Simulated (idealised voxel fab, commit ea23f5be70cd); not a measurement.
Process module name: voxel ribs on slabs
The cross-section shown here is cut; it is 210 nm wide and divided into square cells measuring 5 nm on a side.
A cross-section is a grid of square cells, given in bands from the top down. A band is one or more rows of cells.
Read a band's entry like this: the first values are the height of its top and the height of its bottom in nm, and what follows is the sequence of materials from left to right, each with its width in nm. Note that "air" is empty space, and that a single material marked "throughout" reaches across the band from edge to edge.
Where do heights start? At 0: under that level the wafer as delivered is made of one material only. And the lowest band has no floor; it just carries on downward, as in "0 nm and below".
With a width like "30->40", each row of cells in the band differs from the next by the same amount, the top row carrying the first number and the bottom row the second.
You'll sometimes find "changes: none" written for a step, and that's the way of saying that nowhere in the cross-section did a cell change during that step.
This entry, "Closed void register", enumerates those empty regions of no fewer than 8 cells that possess no open connection to the top. Each region is reported in the form width x height at distance, the distance being taken from the left edge, with all three quantities expressed in nm.
Note: text after step settings on the step line = simulator remark on that step.
overlay nm: mask offset rightward from planned place, masked step; negative means leftward offset.

The steps planned for the process are as follows:
| 1 | RECEIVE [material Si] |
| 2 | DIRECTIONAL_DEP [material SiO2] [thk nm 20] |
| 3 | DIRECTIONAL_DEP [material polySi] [thk nm 15] |
| 4 | PATTERN [tone cover] [mask id RIB] [material resist] [width nm 15] [thk nm 15] [overlay nm 0] |
| 5 | DIRECTIONAL_ETCH [etch materials polySi] [depth nm 10] |
| 6 | STRIP [etch materials resist] |
| 7 | MASKED_ETCH [tone cover] [mask id SLAB] [width nm 65] [etch materials polySi] [depth nm 5] [overlay nm 0] |
| 8 | FILL_DEP [material SiO2] [thk nm 15] |
| 9 | CMP [height nm 45] |
| 10 | DIRECTIONAL_DEP [material W] [thk nm 10] |
| 11 | DIRECTIONAL_DEP [material aC] [thk nm 10] |
| 12 | PATTERN [tone cover] [mask id HEATER] [material resist] [width nm 25] [thk nm 25] [overlay nm 0] |
| 13 | DIRECTIONAL_ETCH [etch materials aC] [depth nm 10] |
| 14 | STRIP [etch materials resist] |
| 15 | DIRECTIONAL_ETCH [etch materials W] [depth nm 10] |
| 16 | STRIP [etch materials aC] |
| 17 | CONFORMAL_DEP [material SiN] [thk nm 5] |

Incoming wafer in cross-section (state: after step 1):
- 0 nm and below  Si throughout
- Closed void register: none

Post-module cross-section: identical start and plan to those above, one misstep in execution:
- 60 nm to 55 nm  air=85; SiN=35; air=90
- 55 nm to 50 nm  air=85; SiN=5; W=25; SiN=5; air=90
- 50 nm to 45 nm  SiN=90; W=25; SiN=95
- 45 nm to 35 nm  SiO2=95->70; polySi=15->65; SiO2=100->75
- 35 nm to 20 nm  polySi throughout
- 20 nm to 0 nm  SiO2 throughout
- 0 nm and below  Si throughout
- Closed void register: none
Processing error: plan step 3 was twice executed
